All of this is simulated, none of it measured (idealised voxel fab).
You're looking at the process module voxel fin reveal.
It is cross-section cut that appears here, measuring 175 nm in width, its square cells being 5 nm in size.
The cross-sections in this document take the form of a grid made of square cells. They are written out as bands, in order from top to bottom. Each band consists of one or more rows of cells.
In this notation a band is specified by the heights of its top and bottom, in that order and in nm, after which its materials appear from left to right, each paired with its width in nm. The word "everywhere" attached to a single material means that material fills the band from edge to edge; the word "air" stands for empty space.
Heads up on the height convention: 0 is the point under which the incoming wafer is all one material, and the lowest band has no bottom, it just keeps going down, like "0 and below".
Graded width ("30 to 40"): value in top row of band = first number; value in bottom row = second number; row-to-row change constant.
What does "nothing altered" mean for a step? It means no cell of the cross-section changed in that step.
"Closed empty spaces" enumerates empty spaces isolated from the top, with no open way to it, that contain at least 8 cells, giving each as width x height at distance from the left edge, all three in nm.
Heads up: the bit after the settings on a step's line is the simulator's remark on that step.
overlay nm: how far to the right of its planned place the mask lay on this masked step (negative: to the left).

INTENDED PROCESS STEPS
- 1: RECEIVE: material Si
- 2: CONFORMAL_DEP: material SiN, thk nm 10
- 3: DIRECTIONAL_DEP: material aC, thk nm 10
- 4: PATTERN: tone cover, mask id FINS, material resist, width nm 15, pitch nm 45, thk nm 25, overlay nm 0
- 5: DIRECTIONAL_ETCH: etch materials aC, depth nm 10
- 6: STRIP: etch materials resist
- 7: DIRECTIONAL_ETCH: etch materials SiN, depth nm 10
- 8: DIRECTIONAL_ETCH: etch materials Si, depth nm 35
- 9: STRIP: etch materials aC
- 10: FILL_DEP: material SiO2, thk nm 15
- 11: CMP: height nm 10
- 12: SELECTIVE_ETCH: etch materials SiO2, depth nm 35
- 13: STRIP: etch materials SiN

WAFER AS RECEIVED: CROSS-SECTION FOLLOWING STEP 1
	0 and below: Si everywhere
	Closed empty spaces: none

THE FIRST OF THE TWO WAFERS AS SEEN IN CROSS-SECTION ONCE THE MODULE WAS FINISHED; PROCESSING FOLLOWED THE PLAN
	0 down to -25: 35 air, then 15 Si, then 30 air, then 15 Si, then 30 air, then 15 Si, then 35 air
	-25 down to -35: 35 SiO2, then 15 Si, then 30 SiO2, then 15 Si, then 30 SiO2, then 15 Si, then 35 SiO2
	-35 and below: Si everywhere
	Closed empty spaces: none

THIS CROSS-SECTION BELONGS TO THE SECOND WAFER OF TWO AT THE END OF THE MODULE; THE START AND THE PLAN WERE SHARED WITH THE FIRST, AND THE RUN INCLUDED ONE MISTAKE
	0 down to -25: 35 air, then 15 Si, then 30 air, then 15 Si, then 30 air, then 15 Si, then 35 air
	-25 down to -40: 35 SiO2, then 15 Si, then 30 SiO2, then 15 Si, then 30 SiO2, then 15 Si, then 35 SiO2
	-40 and below: Si everywhere
	Closed empty spaces: none
Deviation noted in wafer processing: step 8 off recipe, ran as DIRECTIONAL_ETCH: etch materials Si, depth nm 40
Looking at both finished wafers in cells, the second ends up ahead of or behind the first on some materials: Si -26; SiO2 +26
